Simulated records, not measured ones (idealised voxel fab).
Title: Process Module voxel ribs on slabs
For reference, the cross-section in this document is cut, with width 250 nm and square cells of 5 nm.
Reading order for cross-sections: top band down to bottom band. Underlying form: a grid of square cells. Band size: one or more rows of cells. The band entry comprises the height of the band's top followed by the height of its bottom, expressed in nm, and subsequently the band's materials from left to right, each stated together with its width in nm. Where a single material is marked with the word "full width", that material fills the band from edge to edge. The word "empty" represents empty space. Heights from 0 (as-received wafer is one material below). Bottom band endless downward, as "0 nm and below". When a width is written as two numbers, as in "30..40", the first number is the width in the top row of cells of the band and the second is the width in its bottom row, and the width changes by the same amount from each row to the next. Step note "nothing altered" = no cross-section cell changed. "Unvented voids" specifies each empty space that is not open to the top and that occupies no fewer than 8 cells, using the form width x height at distance, the distance measured from the left edge and all three quantities in nm. Where a step's line continues beyond its settings, the continuation is a remark by the simulator itself on that step. What "overlay nm" on a step's line means: if the step has a mask, that mask lay this far to the right of its planned place, or, when the value is negative, to the left.

[Steps planned for the process]
step 1: RECEIVE: material Si
step 2: DIRECTIONAL_DEP: material SiO2, thk nm 25
step 3: DIRECTIONAL_DEP: material polySi, thk nm 15
step 4: PATTERN: tone cover, mask id RIB, material resist, width nm 30, thk nm 20, overlay nm 0
step 5: DIRECTIONAL_ETCH: etch materials polySi, depth nm 10
step 6: STRIP: etch materials resist
step 7: MASKED_ETCH: tone cover, mask id SLAB, width nm 90, etch materials polySi, depth nm 5, overlay nm 0
step 8: FILL_DEP: material SiO2, thk nm 25
step 9: CMP: height nm 60
step 10: DIRECTIONAL_DEP: material TiN, thk nm 5
step 11: MASKED_ETCH: tone cover, mask id HEATER, width nm 40, etch materials TiN, depth nm 5, overlay nm 0
step 12: CONFORMAL_DEP: material SiO2, thk nm 10

[Wafer at receipt (post step 1), cross-section]
0 nm and below | Si full width
Unvented voids: none

[Module complete - cross-section of the first of two wafers, run according to plan]
75 nm to 70 nm | 95 empty, 60 SiO2, 95 empty
70 nm to 65 nm | SiO2 full width
65 nm to 60 nm | 105 SiO2, 40 TiN, 105 SiO2
60 nm to 40 nm | SiO2 full width
40 nm to 30 nm | 110 SiO2, 30 polySi, 110 SiO2
30 nm to 25 nm | 80 SiO2, 90 polySi, 80 SiO2
25 nm to 0 nm | SiO2 full width
0 nm and below | Si full width
Unvented voids: none

[Wafer two, end of module, cross-section. Same start, same plan as wafer one. One mistake in the run]
75 nm to 70 nm | 95 empty, 60 SiO2, 95 empty
70 nm to 65 nm | SiO2 full width
65 nm to 60 nm | 105 SiO2, 40 TiN, 105 SiO2
60 nm to 55 nm | SiO2 full width
55 nm to 45 nm | 110 SiO2, 30 polySi, 110 SiO2
45 nm to 40 nm | 80 SiO2, 90 polySi, 80 SiO2
40 nm to 25 nm | polySi full width
25 nm to 0 nm | SiO2 full width
0 nm and below | Si full width
Unvented voids: none
In executing the process, a mistake was made relative to the plan: step 3 from the plan got run twice
Final tally in cells, some materials are higher or lower on the second wafer than on the first: -150 SiO2 | +150 polySi
